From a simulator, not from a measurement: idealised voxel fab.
process module | voxel released beams
cross-section cut | 205 nm wide | cells 5 nm
A cross-section is a grid of square cells, given in bands from the top down. A band is one or more rows of cells.
Each band's line starts with the height of the band's top and of its bottom, in nm. Then come its materials from left to right, each with its width in nm. One material with "throughout" fills the band from edge to edge. "air" is empty space.
Height 0 is the level under which the wafer as received is all one material. The lowest band goes on downwards, as in "0 down".
A width such as "30 to 40" changes by the same amount from each row of cells to the next, from the band's top row to its bottom row.
"no change" after a step means that no cell of the cross-section changed.
closed voids: empty space of 8 cells or more with no open way to the top, each as width x height at its distance from the left edge, in nm
after a step's settings: what the simulator itself notes on the step
overlay nm, on a step with a mask: how far to the right of its planned place the mask lay; to the left if negative
plan
1 op RECEIVE | material Si
2 op CONFORMAL_DEP | material Al2O3 | thk nm 10
3 op DIRECTIONAL_DEP | material SiO2 | thk nm 5
4 op DIRECTIONAL_DEP | material aC | thk nm 10
5 op PATTERN | tone open | mask id ANCHOR | material resist | width nm 30 | thk nm 30 | overlay nm 0
6 op DIRECTIONAL_ETCH | etch materials aC | depth nm 10
7 op STRIP | etch materials resist
8 op DIRECTIONAL_ETCH | etch materials SiO2 | depth nm 15
9 op STRIP | etch materials aC
10 op CONFORMAL_DEP | material SiN | thk nm 10
11 op PATTERN | tone cover | mask id BEAM | material resist | width nm 100 | thk nm 20 | overlay nm 0
12 op DIRECTIONAL_ETCH | etch materials SiN | depth nm 10
13 op STRIP | etch materials resist
14 op STRIP | etch materials SiO2
varied across the wafers: thk nm of step 3. The plan shows the first wafer's value. All wafers start alike
first wafer as received, after step 1
  0 down: Si throughout
  closed voids: none
each wafer at the end: cells of each material gained (+) or lost (-) since it was received, then its closed voids
thk nm 5 | +82 Al2O3 | +44 SiN | closed voids: none
thk nm 10 | +82 Al2O3 | +48 SiN | closed voids: none
thk nm 15 | +82 Al2O3 | +52 SiN | closed voids: none
thk nm 20 | +82 Al2O3 | closed voids: none
thk nm 25 | +82 Al2O3 | closed voids: none
thk nm 30 | +82 Al2O3 | closed voids: none
